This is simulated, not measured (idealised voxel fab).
voxel released beams: a process module
For reference, the cross-section in this document is cut, with width 245 nm and square cells of 5 nm.
Cross-section layout: square cells on a grid; listed as bands, top to bottom; a band spans one or more cell rows. Band: top and bottom heights (nm) first, top before bottom; then materials from left to right, widths in nm. "full width" marks a sole material filling the band edge to edge. "empty" denotes empty space. Ref level 0: as-received wafer is one material below here. Bottom band extends down with no lower bound ("0 -> down"). A width given as "30..40" starts at the first number in the band's top row and ends at the second number in its bottom row, shifting by an equal amount at every step from row to row. "no modifications" -> step changed no cross-section cell. The entry titled "Sealed cavities" provides the empty spaces that have no open way to the top, restricted to those of 8 cells or more. Each is presented as width x height at distance, the distance being measured from the left edge, with all three in nm. What comes after the settings on a step's line is commentary from the simulator itself on that step. "overlay nm" denotes, for a step that has a mask, the displacement of the mask to the right of its planned place, with negative values corresponding to the left.
Intended process steps
| 1 | RECEIVE: material Si |
| 2 | CONFORMAL_DEP: material SiN, thk nm 5 |
| 3 | DIRECTIONAL_DEP: material SiO2, thk nm 10 |
| 4 | DIRECTIONAL_DEP: material aC, thk nm 15 |
| 5 | PATTERN: tone open, mask id ANCHOR, material resist, width nm 35, thk nm 35, overlay nm 0 |
| 6 | DIRECTIONAL_ETCH: etch materials aC, depth nm 15 |
| 7 | STRIP: etch materials resist |
| 8 | DIRECTIONAL_ETCH: etch materials SiO2, depth nm 10 |
| 9 | STRIP: etch materials aC |
| 10 | CONFORMAL_DEP: material polySi, thk nm 15 |
| 11 | PATTERN: tone cover, mask id BEAM, material resist, width nm 110, thk nm 15, overlay nm 0 |
| 12 | DIRECTIONAL_ETCH: etch materials polySi, depth nm 15 |
| 13 | STRIP: etch materials resist |
| 14 | STRIP: etch materials SiO2 |
First of two wafers, processed according to plan
As-received state of the wafer in cross-section, equivalent to post-step 1
> 0 -> down: Si full width
> Sealed cavities: none
Cross-section: wafer state after step 2
> 5 -> 0: SiN full width
> Unchanged below 0.
Cross-section: wafer state after step 3
> 15 -> 5: SiO2 full width
> Unchanged below 5.
Cross-section: wafer state after step 4
> 30 -> 15: aC full width
> Unchanged below 15.
Cross-section: wafer state after step 5
> 65 -> 30: 70 nm resist; 35 nm empty; 140 nm resist
> Unchanged below 30.
Cross-section: wafer state after step 6
> 50 -> 30: 70 nm resist; 35 nm empty; 140 nm resist
> 30 -> 15: 70 nm aC; 35 nm empty; 140 nm aC
> Unchanged below 15.
Cross-section: wafer state after step 7
> 30 -> 15: 70 nm aC; 35 nm empty; 140 nm aC
> Unchanged below 15.
Cross-section: wafer state after step 8
> 30 -> 15: 70 nm aC; 35 nm empty; 140 nm aC
> 15 -> 5: 70 nm SiO2; 35 nm empty; 140 nm SiO2
> Unchanged below 5.
Cross-section: wafer state after step 9
> 15 -> 5: 70 nm SiO2; 35 nm empty; 140 nm SiO2
> Unchanged below 5.
Cross-section: wafer state after step 10
> 30 -> 20: 85 nm polySi; 5 nm empty; 155 nm polySi
> 20 -> 15: polySi full width
> 15 -> 5: 70 nm SiO2; 35 nm polySi; 140 nm SiO2
> Unchanged below 5.
Cross-section: wafer state after step 11
> 45 -> 30: 65 nm empty; 110 nm resist; 70 nm empty
> 30 -> 20: 85 nm polySi; 5 nm resist; 155 nm polySi
> Unchanged below 20.
Cross-section: wafer state after step 12
> 45 -> 30: 65 nm empty; 110 nm resist; 70 nm empty
> 30 -> 20: 65 nm empty; 20 nm polySi; 5 nm resist; 85 nm polySi; 70 nm empty
> 20 -> 15: 65 nm empty; 110 nm polySi; 70 nm empty
> Unchanged below 15.
Cross-section: wafer state after step 13
> 30 -> 20: 65 nm empty; 20 nm polySi; 5 nm empty; 85 nm polySi; 70 nm empty
> Unchanged below 20.
Cross-section: wafer state after step 14
> 30 -> 20: 65 nm empty; 20 nm polySi; 5 nm empty; 85 nm polySi; 70 nm empty
> 20 -> 15: 65 nm empty; 110 nm polySi; 70 nm empty
> 15 -> 5: 70 nm empty; 35 nm polySi; 140 nm empty
> Unchanged below 5.
Regarding the second of the two wafers: it shared the first wafer's starting condition and process plan, yet one error occurred during its execution. Its history coincides with that of the first wafer up to and including step 4
Second wafer cross-section, taken as of the time the plan sets for step 5 to be done
> 65 -> 30: 70 nm empty; 35 nm resist; 140 nm empty
> Unchanged below 30.
Second wafer cross-section, taken as of the time the plan sets for step 6 to be done
> 50 -> 30: 70 nm empty; 35 nm resist; 140 nm empty
> 30 -> 15: 70 nm empty; 35 nm aC; 140 nm empty
> Unchanged below 15.
Second wafer cross-section, taken as of the time the plan sets for step 7 to be done
> 30 -> 15: 70 nm empty; 35 nm aC; 140 nm empty
> Unchanged below 15.
Second wafer cross-section, taken as of the time the plan sets for step 8 to be done
> 30 -> 15: 70 nm empty; 35 nm aC; 140 nm empty
> 15 -> 5: 70 nm empty; 35 nm SiO2; 140 nm empty
> Unchanged below 5.
Second wafer cross-section, taken as of the time the plan sets for step 9 to be done
> 15 -> 5: 70 nm empty; 35 nm SiO2; 140 nm empty
> Unchanged below 5.
Second wafer cross-section, taken as of the time the plan sets for step 10 to be done
> 30 -> 20: 55 nm empty; 65 nm polySi; 125 nm empty
> 20 -> 15: polySi full width
> 15 -> 5: 70 nm polySi; 35 nm SiO2; 140 nm polySi
> Unchanged below 5.
Second wafer cross-section, taken as of the time the plan sets for step 11 to be done
> 45 -> 30: 65 nm empty; 110 nm resist; 70 nm empty
> 30 -> 20: 55 nm empty; 65 nm polySi; 55 nm resist; 70 nm empty
> Unchanged below 20.
Second wafer cross-section, taken as of the time the plan sets for step 12 to be done
> 45 -> 30: 65 nm empty; 110 nm resist; 70 nm empty
> 30 -> 20: 65 nm empty; 55 nm polySi; 55 nm resist; 70 nm empty
> 20 -> 15: 65 nm empty; 110 nm polySi; 70 nm empty
> 15 -> 5: 55 nm empty; 15 nm polySi; 35 nm SiO2; 70 nm polySi; 70 nm empty
> Unchanged below 5.
Second wafer cross-section, taken as of the time the plan sets for step 13 to be done
> 30 -> 20: 65 nm empty; 55 nm polySi; 125 nm empty
> Unchanged below 20.
Second wafer cross-section, taken as of the time the plan sets for step 14 to be done: no modifications
So what did we get wrong on this run? step 5, actual vs plan mismatch, actual run PATTERN: tone cover, mask id ANCHOR, material resist, width nm 35, thk nm 35, overlay nm 0
Final tally in cells, some materials are higher or lower on the second wafer than on the first: SiO2 +14
